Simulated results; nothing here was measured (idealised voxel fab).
You're looking at the process module voxel gate over fins.
Section shown: cut. Width: 215 nm. Cell size: 5 nm, square.
Cross-sections here: square-cell grids, written as top-down lists of bands, a band being one or more rows of cells.
First you get the band's top height and its bottom height, in nm, and then the materials it's made of, left to right, with each width in nm. If you see a single material with "throughout", that one covers the band edge to edge. "blank" is empty space.
The level at which height equals 0 is the one under which the wafer, as it arrives, is entirely one material. No lower edge exists for the bottom band, which continues downward and is notated as in "0 down".
You'd read "30 to 40" like this: the band's top row of cells is as wide as the first number, its bottom row is as wide as the second, and going down, every row changes width by the same amount as the row before did.
When a step is marked "all unchanged", none of the cells in the cross-section changed during that step.
Enclosed void entries: empty space of 8 cells or more with no open way to the top, each as width x height at its distance from the left edge, in nm
Whatever follows a step's settings on its line is a remark the simulator itself makes about that step.
Among the settings permitted on a step's line is "overlay nm"; applied to a step with a mask, it specifies the extent to which the mask lay to the right of its planned position, whereas a negative figure signifies a position to the left.

PROCESS STEPS - PLAN
1: RECEIVE with material Si
2: CONFORMAL_DEP with material SiN, thk nm 10
3: DIRECTIONAL_DEP with material aC, thk nm 10
4: PATTERN with tone cover, mask id FINS, material resist, width nm 15, pitch nm 45, thk nm 25, overlay nm 0
5: DIRECTIONAL_ETCH with etch materials aC, depth nm 10
6: STRIP with etch materials resist
7: DIRECTIONAL_ETCH with etch materials SiN, depth nm 10
8: DIRECTIONAL_ETCH with etch materials Si, depth nm 35
9: STRIP with etch materials aC
10: FILL_DEP with material SiO2, thk nm 15
11: CMP with height nm 10
12: SELECTIVE_ETCH with etch materials SiO2, depth nm 25
13: STRIP with etch materials SiN
14: CONFORMAL_DEP with material HfO2, thk nm 5
15: CONFORMAL_DEP with material TiN, thk nm 5
16: FILL_DEP with material W, thk nm 10
17: CMP with height nm 15
18: CONFORMAL_DEP with material SiCN, thk nm 10

THE FIRST WAFER OF TWO, PROCESSED AS PLANNED

CROSS-SECTIONAL VIEW OF THE WAFER IN ITS AS-RECEIVED CONDITION, CORRESPONDING TO THE STATE AFTER STEP 1
	0 down: Si throughout
	Enclosed void entries: none

CROSS-SECTION THROUGH THE WAFER, STEP 2 FINISHED
	10 to 0: SiN throughout
	Below 0, the layers are the same as they were.

CROSS-SECTION THROUGH THE WAFER, STEP 3 FINISHED
	20 to 10: aC throughout
	Below 10, the layers are the same as they were.

CROSS-SECTION THROUGH THE WAFER, STEP 4 FINISHED
	45 to 20: blank: 55, resist: 15, blank: 30, resist: 15, blank: 30, resist: 15, blank: 55
	Below 20, the layers are the same as they were.

CROSS-SECTION THROUGH THE WAFER, STEP 5 FINISHED
	35 to 20: blank: 55, resist: 15, blank: 30, resist: 15, blank: 30, resist: 15, blank: 55
	20 to 10: blank: 55, aC: 15, blank: 30, aC: 15, blank: 30, aC: 15, blank: 55
	Below 10, the layers are the same as they were.

CROSS-SECTION THROUGH THE WAFER, STEP 6 FINISHED
	20 to 10: blank: 55, aC: 15, blank: 30, aC: 15, blank: 30, aC: 15, blank: 55
	Below 10, the layers are the same as they were.

CROSS-SECTION THROUGH THE WAFER, STEP 7 FINISHED
	20 to 10: blank: 55, aC: 15, blank: 30, aC: 15, blank: 30, aC: 15, blank: 55
	10 to 0: blank: 55, SiN: 15, blank: 30, SiN: 15, blank: 30, SiN: 15, blank: 55
	Below 0, the layers are the same as they were.

CROSS-SECTION THROUGH THE WAFER, STEP 8 FINISHED
	20 to 10: blank: 55, aC: 15, blank: 30, aC: 15, blank: 30, aC: 15, blank: 55
	10 to 0: blank: 55, SiN: 15, blank: 30, SiN: 15, blank: 30, SiN: 15, blank: 55
	0 to -35: blank: 55, Si: 15, blank: 30, Si: 15, blank: 30, Si: 15, blank: 55
	Below -35, the layers are the same as they were.

CROSS-SECTION THROUGH THE WAFER, STEP 9 FINISHED
	10 to 0: blank: 55, SiN: 15, blank: 30, SiN: 15, blank: 30, SiN: 15, blank: 55
	Below 0, the layers are the same as they were.

CROSS-SECTION THROUGH THE WAFER, STEP 10 FINISHED
	25 to 10: SiO2 throughout
	10 to 0: SiO2: 55, SiN: 15, SiO2: 30, SiN: 15, SiO2: 30, SiN: 15, SiO2: 55
	0 to -35: SiO2: 55, Si: 15, SiO2: 30, Si: 15, SiO2: 30, Si: 15, SiO2: 55
	Below -35, the layers are the same as they were.

CROSS-SECTION THROUGH THE WAFER, STEP 11 FINISHED
	10 to 0: SiO2: 55, SiN: 15, SiO2: 30, SiN: 15, SiO2: 30, SiN: 15, SiO2: 55
	Below 0, the layers are the same as they were.

CROSS-SECTION THROUGH THE WAFER, STEP 12 FINISHED
	10 to 0: blank: 55, SiN: 15, blank: 30, SiN: 15, blank: 30, SiN: 15, blank: 55
	0 to -15: blank: 55, Si: 15, blank: 30, Si: 15, blank: 30, Si: 15, blank: 55
	Below -15, the layers are the same as they were.

CROSS-SECTION THROUGH THE WAFER, STEP 13 FINISHED
	0 to -15: blank: 55, Si: 15, blank: 30, Si: 15, blank: 30, Si: 15, blank: 55
	Below -15, the layers are the same as they were.

CROSS-SECTION THROUGH THE WAFER, STEP 14 FINISHED
	5 to 0: blank: 50, HfO2: 25, blank: 20, HfO2: 25, blank: 20, HfO2: 25, blank: 50
	0 to -10: blank: 50, HfO2: 5, Si: 15, HfO2: 5, blank: 20, HfO2: 5, Si: 15, HfO2: 5, blank: 20, HfO2: 5, Si: 15, HfO2: 5, blank: 50
	-10 to -15: HfO2: 55, Si: 15, HfO2: 30, Si: 15, HfO2: 30, Si: 15, HfO2: 55
	Below -15, the layers are the same as they were.

CROSS-SECTION THROUGH THE WAFER, STEP 15 FINISHED
	10 to 5: blank: 45, TiN: 35, blank: 10, TiN: 35, blank: 10, TiN: 35, blank: 45
	5 to 0: blank: 45, TiN: 5, HfO2: 25, TiN: 5, blank: 10, TiN: 5, HfO2: 25, TiN: 5, blank: 10, TiN: 5, HfO2: 25, TiN: 5, blank: 45
	0 to -5: blank: 45, TiN: 5, HfO2: 5, Si: 15, HfO2: 5, TiN: 5, blank: 10, TiN: 5, HfO2: 5, Si: 15, HfO2: 5, TiN: 5, blank: 10, TiN: 5, HfO2: 5, Si: 15, HfO2: 5, TiN: 5, blank: 45
	-5 to -10: TiN: 50, HfO2: 5, Si: 15, HfO2: 5, TiN: 20, HfO2: 5, Si: 15, HfO2: 5, TiN: 20, HfO2: 5, Si: 15, HfO2: 5, TiN: 50
	Below -10, the layers are the same as they were.

CROSS-SECTION THROUGH THE WAFER, STEP 16 FINISHED
	20 to 10: W throughout
	10 to 5: W: 45, TiN: 35, W: 10, TiN: 35, W: 10, TiN: 35, W: 45
	5 to 0: W: 45, TiN: 5, HfO2: 25, TiN: 5, W: 10, TiN: 5, HfO2: 25, TiN: 5, W: 10, TiN: 5, HfO2: 25, TiN: 5, W: 45
	0 to -5: W: 45, TiN: 5, HfO2: 5, Si: 15, HfO2: 5, TiN: 5, W: 10, TiN: 5, HfO2: 5, Si: 15, HfO2: 5, TiN: 5, W: 10, TiN: 5, HfO2: 5, Si: 15, HfO2: 5, TiN: 5, W: 45
	Below -5, the layers are the same as they were.

CROSS-SECTION THROUGH THE WAFER, STEP 17 FINISHED
	15 to 10: W throughout
	Below 10, the layers are the same as they were.

CROSS-SECTION THROUGH THE WAFER, STEP 18 FINISHED
	25 to 15: SiCN throughout
	Below 15, the layers are the same as they were.

SECOND WAFER - SHARED START AND PLAN WITH THE FIRST - ONE ERROR IN RUNNING - SAME AS THE FIRST UP TO STEP 3 INCLUSIVE

THE SECOND WAFER CUT THROUGH, AT THE TIME STEP 4 WAS SUPPOSED TO BE FINISHED
	45 to 20: resist: 55, blank: 15, resist: 30, blank: 15, resist: 30, blank: 15, resist: 55
	Below 20, the layers are the same as they were.

THE SECOND WAFER CUT THROUGH, AT THE TIME STEP 5 WAS SUPPOSED TO BE FINISHED
	35 to 20: resist: 55, blank: 15, resist: 30, blank: 15, resist: 30, blank: 15, resist: 55
	20 to 10: aC: 55, blank: 15, aC: 30, blank: 15, aC: 30, blank: 15, aC: 55
	Below 10, the layers are the same as they were.

THE SECOND WAFER CUT THROUGH, AT THE TIME STEP 6 WAS SUPPOSED TO BE FINISHED
	20 to 10: aC: 55, blank: 15, aC: 30, blank: 15, aC: 30, blank: 15, aC: 55
	Below 10, the layers are the same as they were.

THE SECOND WAFER CUT THROUGH, AT THE TIME STEP 7 WAS SUPPOSED TO BE FINISHED
	20 to 10: aC: 55, blank: 15, aC: 30, blank: 15, aC: 30, blank: 15, aC: 55
	10 to 0: SiN: 55, blank: 15, SiN: 30, blank: 15, SiN: 30, blank: 15, SiN: 55
	Below 0, the layers are the same as they were.

THE SECOND WAFER CUT THROUGH, AT THE TIME STEP 8 WAS SUPPOSED TO BE FINISHED
	20 to 10: aC: 55, blank: 15, aC: 30, blank: 15, aC: 30, blank: 15, aC: 55
	10 to 0: SiN: 55, blank: 15, SiN: 30, blank: 15, SiN: 30, blank: 15, SiN: 55
	0 to -35: Si: 55, blank: 15, Si: 30, blank: 15, Si: 30, blank: 15, Si: 55
	Below -35, the layers are the same as they were.

THE SECOND WAFER CUT THROUGH, AT THE TIME STEP 9 WAS SUPPOSED TO BE FINISHED
	10 to 0: SiN: 55, blank: 15, SiN: 30, blank: 15, SiN: 30, blank: 15, SiN: 55
	Below 0, the layers are the same as they were.

THE SECOND WAFER CUT THROUGH, AT THE TIME STEP 10 WAS SUPPOSED TO BE FINISHED
	25 to 10: SiO2 throughout
	10 to 0: SiN: 55, SiO2: 15, SiN: 30, SiO2: 15, SiN: 30, SiO2: 15, SiN: 55
	0 to -35: Si: 55, SiO2: 15, Si: 30, SiO2: 15, Si: 30, SiO2: 15, Si: 55
	Below -35, the layers are the same as they were.

THE SECOND WAFER CUT THROUGH, AT THE TIME STEP 11 WAS SUPPOSED TO BE FINISHED
	10 to 0: SiN: 55, SiO2: 15, SiN: 30, SiO2: 15, SiN: 30, SiO2: 15, SiN: 55
	Below 0, the layers are the same as they were.

THE SECOND WAFER CUT THROUGH, AT THE TIME STEP 12 WAS SUPPOSED TO BE FINISHED
	10 to 0: SiN: 55, blank: 15, SiN: 30, blank: 15, SiN: 30, blank: 15, SiN: 55
	0 to -15: Si: 55, blank: 15, Si: 30, blank: 15, Si: 30, blank: 15, Si: 55
	Below -15, the layers are the same as they were.

THE SECOND WAFER CUT THROUGH, AT THE TIME STEP 13 WAS SUPPOSED TO BE FINISHED
	0 to -15: Si: 55, blank: 15, Si: 30, blank: 15, Si: 30, blank: 15, Si: 55
	Below -15, the layers are the same as they were.

THE SECOND WAFER CUT THROUGH, AT THE TIME STEP 14 WAS SUPPOSED TO BE FINISHED
	5 to 0: HfO2: 60, blank: 5, HfO2: 40, blank: 5, HfO2: 40, blank: 5, HfO2: 60
	0 to -10: Si: 55, HfO2: 5, blank: 5, HfO2: 5, Si: 30, HfO2: 5, blank: 5, HfO2: 5, Si: 30, HfO2: 5, blank: 5, HfO2: 5, Si: 55
	-10 to -15: Si: 55, HfO2: 15, Si: 30, HfO2: 15, Si: 30, HfO2: 15, Si: 55
	Below -15, the layers are the same as they were.

THE SECOND WAFER CUT THROUGH, AT THE TIME STEP 15 WAS SUPPOSED TO BE FINISHED
	10 to 5: TiN throughout
	5 to 0: HfO2: 60, TiN: 5, HfO2: 40, TiN: 5, HfO2: 40, TiN: 5, HfO2: 60
	0 to -10: Si: 55, HfO2: 5, TiN: 5, HfO2: 5, Si: 30, HfO2: 5, TiN: 5, HfO2: 5, Si: 30, HfO2: 5, TiN: 5, HfO2: 5, Si: 55
	Below -10, the layers are the same as they were.

THE SECOND WAFER CUT THROUGH, AT THE TIME STEP 16 WAS SUPPOSED TO BE FINISHED
	20 to 10: W throughout
	Below 10, the layers are the same as they were.

THE SECOND WAFER CUT THROUGH, AT THE TIME STEP 17 WAS SUPPOSED TO BE FINISHED
	15 to 10: W throughout
	Below 10, the layers are the same as they were.

THE SECOND WAFER CUT THROUGH, AT THE TIME STEP 18 WAS SUPPOSED TO BE FINISHED
	25 to 15: SiCN throughout
	Below 15, the layers are the same as they were.
what went wrong: step 4 ran differently from the plan; actual operation with settings: PATTERN with tone open, mask id FINS, material resist, width nm 15, pitch nm 45, thk nm 25, overlay nm 0
FYI, end of process, the second wafer has more or fewer cells of some materials than the first: Si +175, SiO2 -100, TiN -9, W -66
